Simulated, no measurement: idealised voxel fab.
The following is a process module called voxel gate over fins.
The width of the displayed cross-section, cut, is 140 nm; its cells are square, with a size of 5 nm.
Cross-section format: a grid of square cells, given as bands from top to bottom; each band is one or more rows of cells.
Read a band's entry like this: the first values are the height of its top and the height of its bottom in nm, and what follows is the sequence of materials from left to right, each with its width in nm. Note that "air" is empty space, and that a single material marked "throughout" reaches across the band from edge to edge.
We count height from 0. Below that, the starting wafer is all one material. The lowest band never ends at the bottom but goes on down; see "from 0 down" for how that is written.
The expression "30->40" gives the width at the extremes of the band, the first number at its top row of cells and the second at its bottom row, with the width changing by equal amounts from each row to the next in between.
The cross-section has no changed cell in any step marked "nothing different".
The label "Catalogued sealed voids" introduces a list of the empty spaces, 8 cells or larger, that have no open way up to the top; each entry in it reads width x height at distance, where the distance is taken from the left edge and all three are stated in nm.
after a step's settings: what the simulator itself notes on the step
Steps that use a mask can have "overlay nm" on their line. It says how far the mask sat to the right of where it was meant to be. Negative means to the left.

**The process steps that were planned are listed below**
step 1: RECEIVE, material Si
step 2: CONFORMAL_DEP, material SiN, thk nm 5
step 3: MASKED_ETCH, tone cover, mask id FINS, width nm 15, pitch nm 45, etch materials SiN, depth nm 5, overlay nm 0
step 4: MASKED_ETCH, tone cover, mask id FINS, width nm 15, pitch nm 45, etch materials Si, depth nm 40, overlay nm 0
step 5: OXIDIZE, depth nm 5
step 6: FILL_DEP, material SiO2, thk nm 5
step 7: CMP, height nm 5
step 8: SELECTIVE_ETCH, etch materials SiO2, depth nm 20
step 9: STRIP, etch materials SiN
step 10: CONFORMAL_DEP, material HfO2, thk nm 5
step 11: CONFORMAL_DEP, material TiN, thk nm 5
step 12: FILL_DEP, material W, thk nm 15
step 13: CMP, height nm 20
step 14: CONFORMAL_DEP, material SiN, thk nm 10

**Incoming wafer, cross-sectional view, post step 1**
    from 0 down  Si throughout
    Catalogued sealed voids: none

**Cross-sectional image of the first of two wafers at the end of the module, the run having proceeded as planned**
    from 30 to 20  SiN throughout
    from 20 to 10  W throughout
    from 10 to 5  W 10 nm, then TiN 25 nm, then W 20 nm, then TiN 25 nm, then W 20 nm, then TiN 25 nm, then W 15 nm
    from 5 to 0  W 10 nm, then TiN 5 nm, then HfO2 15 nm, then TiN 5 nm, then W 20 nm, then TiN 5 nm, then HfO2 15 nm, then TiN 5 nm, then W 20 nm, then TiN 5 nm, then HfO2 15 nm, then TiN 5 nm, then W 15 nm
    from 0 to -5  W 10 nm, then TiN 5 nm, then HfO2 5 nm, then Si 5 nm, then HfO2 5 nm, then TiN 5 nm, then W 20 nm, then TiN 5 nm, then HfO2 5 nm, then Si 5 nm, then HfO2 5 nm, then TiN 5 nm, then W 20 nm, then TiN 5 nm, then HfO2 5 nm, then Si 5 nm, then HfO2 5 nm, then TiN 5 nm, then W 15 nm
    from -5 to -10  TiN 15 nm, then HfO2 5 nm, then Si 5 nm, then HfO2 5 nm, then TiN 30 nm, then HfO2 5 nm, then Si 5 nm, then HfO2 5 nm, then TiN 30 nm, then HfO2 5 nm, then Si 5 nm, then HfO2 5 nm, then TiN 20 nm
    from -10 to -15  HfO2 20 nm, then Si 5 nm, then HfO2 40 nm, then Si 5 nm, then HfO2 40 nm, then Si 5 nm, then HfO2 25 nm
    from -15 to -45  SiO2 20 nm, then Si 5 nm, then SiO2 40 nm, then Si 5 nm, then SiO2 40 nm, then Si 5 nm, then SiO2 25 nm
    from -45 down  Si throughout
    Catalogued sealed voids: none

**second wafer at the end: like start, like plan, one mistake**
    from 30 to 20  SiN throughout
    from 20 to 10  W throughout
    from 10 to 5  W 10 nm, then HfO2 25 nm, then W 20 nm, then HfO2 25 nm, then W 20 nm, then HfO2 25 nm, then W 15 nm
    from 5 to 0  W 10 nm, then HfO2 5 nm, then TiN 15 nm, then HfO2 5 nm, then W 20 nm, then HfO2 5 nm, then TiN 15 nm, then HfO2 5 nm, then W 20 nm, then HfO2 5 nm, then TiN 15 nm, then HfO2 5 nm, then W 15 nm
    from 0 to -5  W 10 nm, then HfO2 5 nm, then TiN 5 nm, then Si 5 nm, then TiN 5 nm, then HfO2 5 nm, then W 20 nm, then HfO2 5 nm, then TiN 5 nm, then Si 5 nm, then TiN 5 nm, then HfO2 5 nm, then W 20 nm, then HfO2 5 nm, then TiN 5 nm, then Si 5 nm, then TiN 5 nm, then HfO2 5 nm, then W 15 nm
    from -5 to -10  HfO2 15 nm, then TiN 5 nm, then Si 5 nm, then TiN 5 nm, then HfO2 30 nm, then TiN 5 nm, then Si 5 nm, then TiN 5 nm, then HfO2 30 nm, then TiN 5 nm, then Si 5 nm, then TiN 5 nm, then HfO2 20 nm
    from -10 to -15  TiN 20 nm, then Si 5 nm, then TiN 40 nm, then Si 5 nm, then TiN 40 nm, then Si 5 nm, then TiN 25 nm
    from -15 to -45  SiO2 20 nm, then Si 5 nm, then SiO2 40 nm, then Si 5 nm, then SiO2 40 nm, then Si 5 nm, then SiO2 25 nm
    from -45 down  Si throughout
    Catalogued sealed voids: none
Where did the run depart from the plan? the run placed steps 10 and 11 each in the position the plan gave to the other
Final wafers compared: equal cell tally per material, rearranged layout.
